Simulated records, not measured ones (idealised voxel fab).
process module | voxel transistor to metal
cross-section cut | 155 nm wide | cells 5 nm
A cross-section is a grid of square cells, given in bands from the top down. A band is one or more rows of cells.
Each band's line starts with the height of the band's top and of its bottom, in nm. Then come its materials from left to right, each with its width in nm. One material with "throughout" fills the band from edge to edge. "air" is empty space.
Height 0 is the level under which the wafer as received is all one material. The lowest band goes on downwards, as in "0 down".
A width such as "30 to 40" changes by the same amount from each row of cells to the next, from the band's top row to its bottom row.
"no change" after a step means that no cell of the cross-section changed.
closed voids: empty space of 8 cells or more with no open way to the top, each as width x height at its distance from the left edge, in nm
after a step's settings: what the simulator itself notes on the step
overlay nm, on a step with a mask: how far to the right of its planned place the mask lay; to the left if negative
plan
1 op RECEIVE | material Si
2 op OXIDIZE | depth nm 5
3 op CONFORMAL_DEP | material SiN | thk nm 10
4 op MASKED_ETCH | tone cover | mask id ACTIVE | width nm 105 | etch materials SiN | depth nm 10 | overlay nm 0
5 op MASKED_ETCH | tone cover | mask id ACTIVE | width nm 105 | etch materials SiO2 | depth nm 5 | overlay nm 0
6 op MASKED_ETCH | tone cover | mask id ACTIVE | width nm 105 | etch materials Si | depth nm 25 | overlay nm 0
7 op OXIDIZE | depth nm 5
8 op FILL_DEP | material SiO2 | thk nm 5
9 op CMP | height nm 10
10 op SELECTIVE_ETCH | etch materials SiO2 | depth nm 10
11 op STRIP | etch materials SiN
12 op SELECTIVE_ETCH | etch materials SiO2 | depth nm 5
13 op OXIDIZE | depth nm 5
14 op DIRECTIONAL_DEP | material polySi | thk nm 30
15 op DIRECTIONAL_DEP | material SiCN | thk nm 15
16 op DIRECTIONAL_DEP | material aC | thk nm 15
17 op PATTERN | tone cover | mask id GATE | material resist | width nm 25 | thk nm 30 | overlay nm 0
18 op DIRECTIONAL_ETCH | etch materials aC | depth nm 15
19 op STRIP | etch materials resist
20 op DIRECTIONAL_ETCH | etch materials SiCN | depth nm 25
21 op DIRECTIONAL_ETCH | etch materials polySi | depth nm 40
22 op STRIP | etch materials aC
23 op CONFORMAL_DEP | material SiO2 | thk nm 5
24 op DIRECTIONAL_ETCH | etch materials SiO2 | depth nm 5
25 op CONFORMAL_DEP | material SiN | thk nm 5
26 op DIRECTIONAL_ETCH | etch materials SiN | depth nm 5
27 op DIRECTIONAL_ETCH | etch materials SiO2 | depth nm 5
28 op EPI | material nSi | thk nm 5
29 op FILL_DEP | material SiO2 | thk nm 10
30 op CMP | height nm 25
31 op STRIP | etch materials polySi
32 op SELECTIVE_ETCH | etch materials SiO2 | depth nm 5
33 op CONFORMAL_DEP | material HfO2 | thk nm 5
34 op CONFORMAL_DEP | material TiN | thk nm 5
35 op FILL_DEP | material W | thk nm 5
36 op CMP | height nm 20
37 op DIRECTIONAL_DEP | material SiO2 | thk nm 15
38 op DIRECTIONAL_DEP | material aC | thk nm 15
39 op PATTERN | tone open | mask id CONTACT | material resist | width nm 20 | pitch nm 75 | thk nm 35 | overlay nm 0
40 op DIRECTIONAL_ETCH | etch materials aC | depth nm 15
41 op STRIP | etch materials resist
42 op DIRECTIONAL_ETCH | etch materials SiO2 | depth nm 40
43 op STRIP | etch materials aC
44 op CONFORMAL_DEP | material TiN | thk nm 5
45 op FILL_DEP | material W | thk nm 5
46 op CMP | height nm 35
47 op CONFORMAL_DEP | material SiCN | thk nm 5
48 op DIRECTIONAL_DEP | material lowk | thk nm 25
49 op PATTERN | tone open | mask id METAL_1 | material resist | width nm 20 | pitch nm 75 | thk nm 20 | overlay nm 0
50 op DIRECTIONAL_ETCH | etch materials lowk | depth nm 25
51 op DIRECTIONAL_ETCH | etch materials SiCN | depth nm 5
52 op STRIP | etch materials resist
53 op CONFORMAL_DEP | material TiN | thk nm 5
54 op FILL_DEP | material Ru | thk nm 5
55 op CMP | height nm 65
56 op EPI | material Ru | thk nm 5
57 op FILL_DEP | material SiCN | thk nm 5
58 op DIRECTIONAL_DEP | material SiO2 | thk nm 30
59 op PATTERN | tone open | mask id METAL_2_HOLES | material resist | width nm 15 | pitch nm 75 | thk nm 15 | overlay nm 0
60 op DIRECTIONAL_ETCH | etch materials SiO2 | depth nm 30
61 op STRIP | etch materials resist
62 op DIRECTIONAL_DEP | material aC | thk nm 10
63 op PATTERN | tone open | mask id METAL_2 | material resist | width nm 20 | pitch nm 75 | thk nm 25 | overlay nm 0
64 op DIRECTIONAL_ETCH | etch materials aC | depth nm 10
65 op STRIP | etch materials resist
66 op DIRECTIONAL_ETCH | etch materials SiO2 | depth nm 15
67 op DIRECTIONAL_ETCH | etch materials SiCN | depth nm 5
68 op STRIP | etch materials aC
69 op CONFORMAL_DEP | material TiN | thk nm 5
70 op FILL_DEP | material Cu | thk nm 10
71 op CMP | height nm 105
72 op CONFORMAL_DEP | material SiCN | thk nm 5
as received, after step 1
  0 down: Si throughout
  closed voids: none
first wafer at the end, as planned
  110 to 105: SiCN throughout
  105 to 95: SiO2 30 | TiN 5 | Cu 10 | TiN 5 | SiO2 55 | TiN 5 | Cu 10 | TiN 5 | SiO2 30
  95 to 90: SiO2 30 | TiN 5 | Cu 5 | TiN 10 | SiO2 55 | TiN 5 | Cu 5 | TiN 10 | SiO2 30
  90 to 75: SiO2 30 | TiN 5 | Cu 5 | TiN 5 | SiO2 60 | TiN 5 | Cu 5 | TiN 5 | SiO2 35
  75 to 70: SiCN 30 | TiN 15 | SiCN 60 | TiN 15 | SiCN 35
  70 to 65: SiCN 25 | Ru 30 | SiCN 45 | Ru 30 | SiCN 25
  65 to 40: lowk 30 | TiN 5 | Ru 10 | TiN 5 | lowk 55 | TiN 5 | Ru 10 | TiN 5 | lowk 30
  40 to 35: SiCN 30 | TiN 20 | SiCN 55 | TiN 20 | SiCN 30
  35 to 20: SiO2 30 | TiN 5 | W 10 | TiN 5 | SiO2 55 | TiN 5 | W 10 | TiN 5 | SiO2 30
  20 to 0: SiO2 30 | TiN 5 | W 10 | TiN 5 | SiO2 5 | SiN 5 | HfO2 5 | TiN 5 | W 15 | TiN 5 | HfO2 5 | SiN 5 | SiO2 5 | TiN 5 | W 10 | TiN 5 | SiO2 30
  0 to -5: SiO2 30 | TiN 20 | SiO2 5 | SiN 5 | HfO2 5 | TiN 25 | HfO2 5 | SiN 5 | SiO2 5 | TiN 20 | SiO2 30
  -5 to -10: SiO2 25 | nSi 30 | SiO2 5 | HfO2 35 | SiO2 5 | nSi 30 | SiO2 25
  -10 to -35: SiO2 30 | Si 95 | SiO2 30
  -35 down: Si throughout
  closed voids: none
second wafer at the end: like start, like plan, one mistake
  110 to 105: SiCN throughout
  105 to 95: SiO2 30 | TiN 5 | Cu 10 | TiN 5 | SiO2 55 | TiN 5 | Cu 10 | TiN 5 | SiO2 30
  95 to 90: SiO2 30 | TiN 5 | Cu 5 | TiN 10 | SiO2 55 | TiN 5 | Cu 5 | TiN 10 | SiO2 30
  90 to 75: SiO2 30 | TiN 5 | Cu 5 | TiN 5 | SiO2 60 | TiN 5 | Cu 5 | TiN 5 | SiO2 35
  75 to 70: SiCN 30 | TiN 15 | SiCN 60 | TiN 15 | SiCN 35
  70 to 65: SiCN 25 | Ru 30 | SiCN 45 | Ru 30 | SiCN 25
  65 to 40: lowk 30 | TiN 5 | Ru 10 | TiN 5 | lowk 55 | TiN 5 | Ru 10 | TiN 5 | lowk 30
  40 to 35: SiCN 30 | TiN 20 | SiCN 55 | TiN 20 | SiCN 30
  35 to 20: SiO2 30 | TiN 5 | W 10 | TiN 5 | SiO2 55 | TiN 5 | W 10 | TiN 5 | SiO2 30
  20 to 0: SiO2 30 | TiN 5 | W 10 | TiN 5 | SiO2 10 | SiN 5 | HfO2 5 | TiN 5 | W 5 | TiN 5 | HfO2 5 | SiN 5 | SiO2 10 | TiN 5 | W 10 | TiN 5 | SiO2 30
  0 to -5: SiO2 30 | TiN 20 | SiO2 10 | SiN 5 | HfO2 5 | TiN 15 | HfO2 5 | SiN 5 | SiO2 10 | TiN 20 | SiO2 30
  -5 to -10: SiO2 25 | nSi 35 | SiN 5 | HfO2 25 | SiN 5 | nSi 35 | SiO2 25
  -10 to -15: SiO2 25 | nSi 5 | Si 95 | nSi 5 | SiO2 25
  -15 to -35: SiO2 30 | Si 95 | SiO2 30
  -35 down: Si throughout
  closed voids: none
what went wrong: step 23 was left out
at the end the second wafer has, in cells: 2 fewer of HfO2 | 2 more of SiN | 6 more of SiO2 | 2 fewer of TiN | 8 fewer of W | 4 more of nSi
